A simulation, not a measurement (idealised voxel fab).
Process module in this document: voxel ribs on slabs
Cross-section cut: width 260 nm, square cells of 5 nm.
How to read a cross-section here: the picture is a grid of square cells, written as bands going from the top down, and any band can span one or more rows of cells. A band entry consists of two parts. The first gives the height of the band's top and the height of its bottom, in nm. The rest lists the band's materials from left to right, each with its width in nm. A single material labelled with the word "all across" fills the band from edge to edge, and the word "empty" marks empty space. We count height from 0. Below that, the starting wafer is all one material. The lowest band never ends at the bottom but goes on down; see "top 0, no bottom" for how that is written. A width given as "30..40" starts at the first number in the band's top row and ends at the second number in its bottom row, shifting by an equal amount at every step from row to row. You'll sometimes find "nothing changed" written for a step, and that's the way of saying that nowhere in the cross-section did a cell change during that step. "Sealed internal cavities" - sealed voids, min. 8 cells, no opening to top; format: width x height at distance (distance from left edge; nm throughout). The remark found on a step's line after its settings is issued by the simulator itself and pertains to that step. overlay nm: mask right of planned place by this much (step with mask). Neg. = left.

## Planned process steps
1) RECEIVE, material Si
2) DIRECTIONAL_DEP, material SiO2, thk nm 25
3) DIRECTIONAL_DEP, material polySi, thk nm 25
4) MASKED_ETCH, tone cover, mask id RIB, width nm 25, etch materials polySi, depth nm 20, overlay nm 0
5) PATTERN, tone cover, mask id SLAB, material resist, width nm 65, thk nm 20, overlay nm 0
6) DIRECTIONAL_ETCH, etch materials polySi, depth nm 5
7) STRIP, etch materials resist
8) FILL_DEP, material SiO2, thk nm 30
9) CMP, height nm 70
10) DIRECTIONAL_DEP, material TiN, thk nm 5
11) DIRECTIONAL_DEP, material aC, thk nm 15
12) PATTERN, tone cover, mask id HEATER, material resist, width nm 35, thk nm 35, overlay nm 0
13) DIRECTIONAL_ETCH, etch materials aC, depth nm 15
14) STRIP, etch materials resist
15) DIRECTIONAL_ETCH, etch materials TiN, depth nm 5
16) STRIP, etch materials aC
17) CONFORMAL_DEP, material SiO2, thk nm 10

## This is the cross-section of the wafer as we received it, i.e. after step 1
> top 0, no bottom  Si all across
> Sealed internal cavities: none

## Final wafer profile in cross-section after the module, from the same start and plan as above, with one mistake made during processing
> top 85, bottom 80  empty 100 nm  SiO2 55 nm  empty 105 nm
> top 80, bottom 75  SiO2 all across
> top 75, bottom 70  SiO2 110 nm  TiN 35 nm  SiO2 115 nm
> top 70, bottom 50  SiO2 all across
> top 50, bottom 30  SiO2 115 nm  polySi 25 nm  SiO2 120 nm
> top 30, bottom 25  SiO2 100 nm  polySi 60 nm  SiO2 100 nm
> top 25, bottom 0  SiO2 all across
> top 0, no bottom  Si all across
> Sealed internal cavities: none
Misprocessing identified: step 5 did not happen as planned, as run it was PATTERN, tone cover, mask id SLAB, material resist, width nm 60, thk nm 20, overlay nm 0
